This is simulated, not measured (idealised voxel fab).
Documented hereafter: the process module known as voxel ribs on slabs.
Pictured: cross-section cut, 190 nm wide, on a grid of 5 nm square cells.
In what follows, cross-sections appear as grids of square cells, described through bands that run from the top down, where every band is one or more rows of cells.
First you get the band's top height and its bottom height, in nm, and then the materials it's made of, left to right, with each width in nm. If you see a single material with "everywhere", that one covers the band edge to edge. "air" is empty space.
Ref level 0: as-received wafer is one material below here. Bottom band extends down with no lower bound ("top 0, no bottom").
Quick explanation for "30->40": the width changes in equal steps down the rows of cells, from the first number in the band's top row to the second number in its bottom row.
Where a step carries "nothing altered", the cross-section came out of it unchanged, cell for cell.
"Trapped voids" contains a list of empty spaces, each no smaller than 8 cells and without an open way to the top, written in the form width x height at distance with the distance from the left edge and all three in nm.
What comes after the settings on a step's line is commentary from the simulator itself on that step.
overlay nm, on a step with a mask: how far to the right of its planned place the mask lay; to the left if negative

**List of planned process steps**
1 RECEIVE, material Si
2 DIRECTIONAL_DEP, material SiO2, thk nm 20
3 DIRECTIONAL_DEP, material SiN, thk nm 20
4 DIRECTIONAL_DEP, material aC, thk nm 10
5 PATTERN, tone cover, mask id RIB, material resist, width nm 15, thk nm 25, overlay nm 0
6 DIRECTIONAL_ETCH, etch materials aC, depth nm 10
7 STRIP, etch materials resist
8 DIRECTIONAL_ETCH, etch materials SiN, depth nm 15
9 STRIP, etch materials aC
10 PATTERN, tone cover, mask id SLAB, material resist, width nm 65, thk nm 20, overlay nm 0
11 DIRECTIONAL_ETCH, etch materials SiN, depth nm 5
12 STRIP, etch materials resist
13 FILL_DEP, material SiO2, thk nm 20
14 CMP, height nm 50
15 DIRECTIONAL_DEP, material W, thk nm 10
16 PATTERN, tone cover, mask id HEATER, material resist, width nm 25, thk nm 15, overlay nm 0
17 DIRECTIONAL_ETCH, etch materials W, depth nm 10
18 STRIP, etch materials resist
19 CONFORMAL_DEP, material SiN, thk nm 5

**Concerning the first of two wafers, which was run in accordance with the plan**

**Cross-section: wafer on arrival = after step 1**
* top 0, no bottom  Si everywhere
* Trapped voids: none

**Upon completion of step 2, the wafer appears in cross-section as shown**
* top 20, bottom 0  SiO2 everywhere
* below 0: unchanged

**Upon completion of step 3, the wafer appears in cross-section as shown**
* top 40, bottom 20  SiN everywhere
* below 20: unchanged

**Upon completion of step 4, the wafer appears in cross-section as shown**
* top 50, bottom 40  aC everywhere
* below 40: unchanged

**Upon completion of step 5, the wafer appears in cross-section as shown**
* top 75, bottom 50  85 nm air  15 nm resist  90 nm air
* below 50: unchanged

**Upon completion of step 6, the wafer appears in cross-section as shown**
* top 65, bottom 50  85 nm air  15 nm resist  90 nm air
* top 50, bottom 40  85 nm air  15 nm aC  90 nm air
* below 40: unchanged

**Upon completion of step 7, the wafer appears in cross-section as shown**
* top 50, bottom 40  85 nm air  15 nm aC  90 nm air
* below 40: unchanged

**Upon completion of step 8, the wafer appears in cross-section as shown**
* top 50, bottom 40  85 nm air  15 nm aC  90 nm air
* top 40, bottom 25  85 nm air  15 nm SiN  90 nm air
* below 25: unchanged

**Upon completion of step 9, the wafer appears in cross-section as shown**
* top 40, bottom 25  85 nm air  15 nm SiN  90 nm air
* below 25: unchanged

**Upon completion of step 10, the wafer appears in cross-section as shown**
* top 60, bottom 40  60 nm air  65 nm resist  65 nm air
* top 40, bottom 25  60 nm air  25 nm resist  15 nm SiN  25 nm resist  65 nm air
* below 25: unchanged

**Upon completion of step 11, the wafer appears in cross-section as shown**
* top 60, bottom 40  60 nm air  65 nm resist  65 nm air
* top 40, bottom 25  60 nm air  25 nm resist  15 nm SiN  25 nm resist  65 nm air
* top 25, bottom 20  60 nm air  65 nm SiN  65 nm air
* below 20: unchanged

**Upon completion of step 12, the wafer appears in cross-section as shown**
* top 40, bottom 25  85 nm air  15 nm SiN  90 nm air
* below 25: unchanged

**Upon completion of step 13, the wafer appears in cross-section as shown**
* top 60, bottom 40  SiO2 everywhere
* top 40, bottom 25  85 nm SiO2  15 nm SiN  90 nm SiO2
* top 25, bottom 20  60 nm SiO2  65 nm SiN  65 nm SiO2
* below 20: unchanged

**Upon completion of step 14, the wafer appears in cross-section as shown**
* top 50, bottom 40  SiO2 everywhere
* below 40: unchanged

**Upon completion of step 15, the wafer appears in cross-section as shown**
* top 60, bottom 50  W everywhere
* below 50: unchanged

**Upon completion of step 16, the wafer appears in cross-section as shown**
* top 75, bottom 60  80 nm air  25 nm resist  85 nm air
* below 60: unchanged

**Upon completion of step 17, the wafer appears in cross-section as shown**
* top 75, bottom 60  80 nm air  25 nm resist  85 nm air
* top 60, bottom 50  80 nm air  25 nm W  85 nm air
* below 50: unchanged

**Upon completion of step 18, the wafer appears in cross-section as shown**
* top 60, bottom 50  80 nm air  25 nm W  85 nm air
* below 50: unchanged

**Upon completion of step 19, the wafer appears in cross-section as shown**
* top 65, bottom 60  75 nm air  35 nm SiN  80 nm air
* top 60, bottom 55  75 nm air  5 nm SiN  25 nm W  5 nm SiN  80 nm air
* top 55, bottom 50  80 nm SiN  25 nm W  85 nm SiN
* below 50: unchanged

**Second Wafer (Identical Start and Plan, One Processing Error; Matches First Wafer Through Step 2)**

**What the second wafer looks like in cross-section when step 3 should have wrapped up**
* top 60, bottom 20  SiN everywhere
* below 20: unchanged

**What the second wafer looks like in cross-section when step 4 should have wrapped up**
* top 70, bottom 60  aC everywhere
* below 60: unchanged

**What the second wafer looks like in cross-section when step 5 should have wrapped up**
* top 95, bottom 70  85 nm air  15 nm resist  90 nm air
* below 70: unchanged

**What the second wafer looks like in cross-section when step 6 should have wrapped up**
* top 85, bottom 70  85 nm air  15 nm resist  90 nm air
* top 70, bottom 60  85 nm air  15 nm aC  90 nm air
* below 60: unchanged

**What the second wafer looks like in cross-section when step 7 should have wrapped up**
* top 70, bottom 60  85 nm air  15 nm aC  90 nm air
* below 60: unchanged

**What the second wafer looks like in cross-section when step 8 should have wrapped up**
* top 70, bottom 60  85 nm air  15 nm aC  90 nm air
* top 60, bottom 45  85 nm air  15 nm SiN  90 nm air
* below 45: unchanged

**What the second wafer looks like in cross-section when step 9 should have wrapped up**
* top 60, bottom 45  85 nm air  15 nm SiN  90 nm air
* below 45: unchanged

**What the second wafer looks like in cross-section when step 10 should have wrapped up**
* top 80, bottom 60  60 nm air  65 nm resist  65 nm air
* top 60, bottom 45  60 nm air  25 nm resist  15 nm SiN  25 nm resist  65 nm air
* below 45: unchanged

**What the second wafer looks like in cross-section when step 11 should have wrapped up**
* top 80, bottom 60  60 nm air  65 nm resist  65 nm air
* top 60, bottom 45  60 nm air  25 nm resist  15 nm SiN  25 nm resist  65 nm air
* top 45, bottom 40  60 nm air  65 nm SiN  65 nm air
* below 40: unchanged

**What the second wafer looks like in cross-section when step 12 should have wrapped up**
* top 60, bottom 45  85 nm air  15 nm SiN  90 nm air
* below 45: unchanged

**What the second wafer looks like in cross-section when step 13 should have wrapped up**
* top 80, bottom 60  SiO2 everywhere
* top 60, bottom 45  85 nm SiO2  15 nm SiN  90 nm SiO2
* top 45, bottom 40  60 nm SiO2  65 nm SiN  65 nm SiO2
* below 40: unchanged

**What the second wafer looks like in cross-section when step 14 should have wrapped up**
* top 50, bottom 40  85->60 nm SiO2  15->65 nm SiN  90->65 nm SiO2
* below 40: unchanged

**What the second wafer looks like in cross-section when step 15 should have wrapped up**
* top 60, bottom 50  W everywhere
* below 50: unchanged

**What the second wafer looks like in cross-section when step 16 should have wrapped up**
* top 75, bottom 60  80 nm air  25 nm resist  85 nm air
* below 60: unchanged

**What the second wafer looks like in cross-section when step 17 should have wrapped up**
* top 75, bottom 60  80 nm air  25 nm resist  85 nm air
* top 60, bottom 50  80 nm air  25 nm W  85 nm air
* below 50: unchanged

**What the second wafer looks like in cross-section when step 18 should have wrapped up**
* top 60, bottom 50  80 nm air  25 nm W  85 nm air
* below 50: unchanged

**What the second wafer looks like in cross-section when step 19 should have wrapped up**
* top 65, bottom 60  75 nm air  35 nm SiN  80 nm air
* top 60, bottom 55  75 nm air  5 nm SiN  25 nm W  5 nm SiN  80 nm air
* top 55, bottom 50  80 nm SiN  25 nm W  85 nm SiN
* below 50: unchanged
Deviation noted in wafer processing: yeah, plan step 3 got run twice
The closing comparison, in cells, has the second wafer with more or fewer of some materials than the first: 146 more of SiN, 146 fewer of SiO2
